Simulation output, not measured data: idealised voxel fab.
This is a process module. Its name is voxel capacitor over wiring.
Shown is cross-section cut, with a width of 245 nm and square cells of size 5 nm.
Format of a cross-section: grid, square cells. Given as bands. Order: top down. Band: one or more rows of cells.
The entry gives the band's vertical extent as a top height and a bottom height in nm, then its horizontal make-up as materials from left to right, each with a width in nm. "blank" stands for empty space; a single material marked "full width" fills the band edge to edge.
Height reference: 0 = level under which incoming wafer is all one material. Lowest band: no bottom, runs on downward, e.g. "0 and below".
Graded width ("30 to 40"): value in top row of band = first number; value in bottom row = second number; row-to-row change constant.
No cell of the cross-section changed in a step that is given as "remained the same".
Entry "Enclosed void list" = empty spaces >= 8 cells with no open way to the top; each as width x height at distance, distance from left edge, all nm.
What comes after the settings on a step's line is commentary from the simulator itself on that step.
overlay nm: mask right of planned place by this much (step with mask). Neg. = left.
Intended process steps:
1) RECEIVE (material Si)
2) CONFORMAL_DEP (material SiO2; thk nm 15)
3) DIRECTIONAL_DEP (material TiN; thk nm 5)
4) DIRECTIONAL_DEP (material Ru; thk nm 20)
5) PATTERN (tone cover; mask id METAL_1; material resist; width nm 25; pitch nm 75; thk nm 20; overlay nm 0)
6) DIRECTIONAL_ETCH (etch materials Ru; depth nm 20)
7) DIRECTIONAL_ETCH (etch materials TiN; depth nm 5)
8) STRIP (etch materials resist)
9) CONFORMAL_DEP (material SiN; thk nm 5)
10) FILL_DEP (material lowk; thk nm 10)
11) CMP (height nm 40)
12) CONFORMAL_DEP (material SiCN; thk nm 5)
13) DIRECTIONAL_DEP (material SiO2; thk nm 10)
14) PATTERN (tone open; mask id PLUG_1; material resist; width nm 15; thk nm 20; overlay nm 0)
15) DIRECTIONAL_ETCH (etch materials SiO2; depth nm 10)
16) DIRECTIONAL_ETCH (etch materials SiCN; depth nm 5)
17) STRIP (etch materials resist)
18) CONFORMAL_DEP (material TiN; thk nm 5)
19) FILL_DEP (material Ru; thk nm 5)
20) CMP (height nm 55)
21) DIRECTIONAL_DEP (material TiN; thk nm 5)
22) DIRECTIONAL_DEP (material HfO2; thk nm 5)
23) DIRECTIONAL_DEP (material TiN; thk nm 10)
24) DIRECTIONAL_DEP (material aC; thk nm 10)
25) PATTERN (tone cover; mask id UPPER_PLATE; material resist; width nm 55; thk nm 30; overlay nm 0)
26) DIRECTIONAL_ETCH (etch materials aC; depth nm 10)
27) STRIP (etch materials resist)
28) DIRECTIONAL_ETCH (etch materials TiN; depth nm 10)
29) DIRECTIONAL_ETCH (etch materials HfO2; depth nm 5)
30) STRIP (etch materials aC)
31) DIRECTIONAL_DEP (material aC; thk nm 15)
32) PATTERN (tone cover; mask id LOWER_PLATE; material resist; width nm 65; thk nm 30; overlay nm 0)
33) DIRECTIONAL_ETCH (etch materials aC; depth nm 15)
34) STRIP (etch materials resist)
35) DIRECTIONAL_ETCH (etch materials TiN; depth nm 5)
36) STRIP (etch materials aC)
37) FILL_DEP (material SiO2; thk nm 20)
38) CMP (height nm 90)
39) DIRECTIONAL_DEP (material aC; thk nm 10)
40) PATTERN (tone open; mask id PLUG_2; material resist; width nm 15; thk nm 30; overlay nm 0)
41) DIRECTIONAL_ETCH (etch materials aC; depth nm 10)
42) STRIP (etch materials resist)
43) DIRECTIONAL_ETCH (etch materials SiO2; depth nm 15)
44) STRIP (etch materials aC)
45) CONFORMAL_DEP (material TiN; thk nm 5)
46) FILL_DEP (material Cu; thk nm 10)
47) CMP (height nm 90)
48) CONFORMAL_DEP (material SiCN; thk nm 5)
This is the cross-section of the wafer as we received it, i.e. after step 1:
* 0 and below | Si full width
* Enclosed void list: none
Here's the cross-section of the first of our two wafers at the end of the module - it ran as planned:
* 95 down to 90 | SiCN full width
* 90 down to 80 | SiO2=90, TiN=5, Cu=5, TiN=5, SiO2=140
* 80 down to 75 | SiO2=90, TiN=15, SiO2=140
* 75 down to 65 | SiO2=80, TiN=55, SiO2=110
* 65 down to 60 | SiO2=80, HfO2=55, SiO2=110
* 60 down to 55 | SiO2=75, TiN=65, SiO2=105
* 55 down to 45 | SiO2=80, TiN=5, Ru=5, TiN=5, SiO2=150
* 45 down to 40 | SiCN=80, TiN=15, SiCN=150
* 40 down to 20 | lowk=65, SiN=5, Ru=25, SiN=5, lowk=40, SiN=5, Ru=25, SiN=5, lowk=70
* 20 down to 15 | SiN=70, TiN=25, SiN=50, TiN=25, SiN=75
* 15 down to 0 | SiO2 full width
* 0 and below | Si full width
* Enclosed void list: none
End-of-module cross-section of the second wafer: identical starting point and process plan to the first, with one processing mistake:
* 95 down to 90 | SiCN full width
* 90 down to 80 | SiO2=90, TiN=5, Cu=5, TiN=5, SiO2=140
* 80 down to 75 | SiO2=90, TiN=15, SiO2=140
* 75 down to 65 | SiO2=80, TiN=55, SiO2=110
* 65 down to 60 | SiO2=80, HfO2=55, SiO2=110
* 60 down to 55 | SiO2=75, TiN=65, SiO2=105
* 55 down to 45 | Ru=75, TiN=5, SiO2=15, TiN=5, Ru=145
* 45 down to 40 | TiN=80, SiCN=15, TiN=150
* 40 down to 20 | lowk=65, SiN=5, Ru=25, SiN=5, lowk=40, SiN=5, Ru=25, SiN=5, lowk=70
* 20 down to 15 | SiN=70, TiN=25, SiN=50, TiN=25, SiN=75
* 15 down to 0 | SiO2 full width
* 0 and below | Si full width
* Enclosed void list: none
What was done differently from what was planned? rather than as planned, step 14 actually ran as PATTERN (tone cover; mask id PLUG_1; material resist; width nm 15; thk nm 20; overlay nm 0)
Looking at both finished wafers in cells, the second ends up ahead of or behind the first on some materials: +86 Ru | -43 SiCN | -86 SiO2 | +43 TiN
